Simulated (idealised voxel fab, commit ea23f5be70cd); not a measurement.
The name of this process module is voxel ribs on slabs.
The width of the displayed cross-section, cut, is 190 nm; its cells are square, with a size of 5 nm.
Square cells in a grid make up a cross-section in this document, and the grid is given as bands, listed from the top down, each one or more rows of cells.
What a band's entry tells you: where the top is and where the bottom is, as heights in nm, and after that what lies inside, material by material from left to right, each with its width in nm. Empty space is written as the word "air", and a single material marked with the word "throughout" occupies the band from edge to edge.
Height reference: 0 = level under which incoming wafer is all one material. Lowest band: no bottom, runs on downward, e.g. "0 down".
So if you see something like "30->40" for the width, read it as the top row of the band sitting at the first number and the bottom row at the second, with every row in between moving by the same amount as the last.
"nothing different" means the step left every cell of the cross-section as it was.
This entry, "closed voids", enumerates those empty regions of no fewer than 8 cells that possess no open connection to the top. Each region is reported in the form width x height at distance, the distance being taken from the left edge, with all three quantities expressed in nm.
Read whatever lies past the settings on a step's line as the simulator's own remark about the step.
overlay nm: where the mask lay relative to plan, measured to the right, on steps with a mask; negatives go left.
### The planned process steps are enumerated hereunder
1,RECEIVE, material Si
2,DIRECTIONAL_DEP, material SiO2, thk nm 30
3,DIRECTIONAL_DEP, material SiN, thk nm 25
4,MASKED_ETCH, tone cover, mask id RIB, width nm 15, etch materials SiN, depth nm 15, overlay nm 0
5,MASKED_ETCH, tone cover, mask id SLAB, width nm 50, etch materials SiN, depth nm 10, overlay nm 0
6,FILL_DEP, material SiO2, thk nm 15
7,CMP, height nm 65
8,DIRECTIONAL_DEP, material TiN, thk nm 10
9,PATTERN, tone cover, mask id HEATER, material resist, width nm 30, thk nm 20, overlay nm 0
10,DIRECTIONAL_ETCH, etch materials TiN, depth nm 10
11,STRIP, etch materials resist
12,CONFORMAL_DEP, material SiN, thk nm 10
The wafers are alike at the start. At step 4, their width nm differs. The plan lists the first wafer's value.
### first wafer as received, after step 1
- 0 down  Si throughout
- closed voids: none
### First of several wafers: cross-section at the end of the module, after step 12, its last step
- 85 to 75  70 of air, 50 of SiN, 70 of air
- 75 to 65  80 of SiN, 30 of TiN, 80 of SiN
- 65 to 55  SiO2 throughout
- 55 to 40  90 of SiO2, 15 of SiN, 85 of SiO2
- 40 to 30  70 of SiO2, 50 of SiN, 70 of SiO2
- 30 to 0  SiO2 throughout
- 0 down  Si throughout
- closed voids: none
### Module end, final wafer: cross-section
- 85 to 75  70 of air, 50 of SiN, 70 of air
- 75 to 65  80 of SiN, 30 of TiN, 80 of SiN
- 65 to 55  SiO2 throughout
- 55 to 40  80 of SiO2, 35 of SiN, 75 of SiO2
- 40 to 30  70 of SiO2, 50 of SiN, 70 of SiO2
- 30 to 0  SiO2 throughout
- 0 down  Si throughout
- closed voids: none
### The following table contains a row per wafer, in which are reported, at the conclusion of the module, the cells of each material gained (+) or lost (-) since the wafer's receipt, with its closed voids given thereafter
width nm 15; +113 SiN; +465 SiO2; +12 TiN; closed voids: none
width nm 20; +116 SiN; +462 SiO2; +12 TiN; closed voids: none
width nm 25; +119 SiN; +459 SiO2; +12 TiN; closed voids: none
width nm 30; +122 SiN; +456 SiO2; +12 TiN; closed voids: none
width nm 35; +125 SiN; +453 SiO2; +12 TiN; closed voids: none
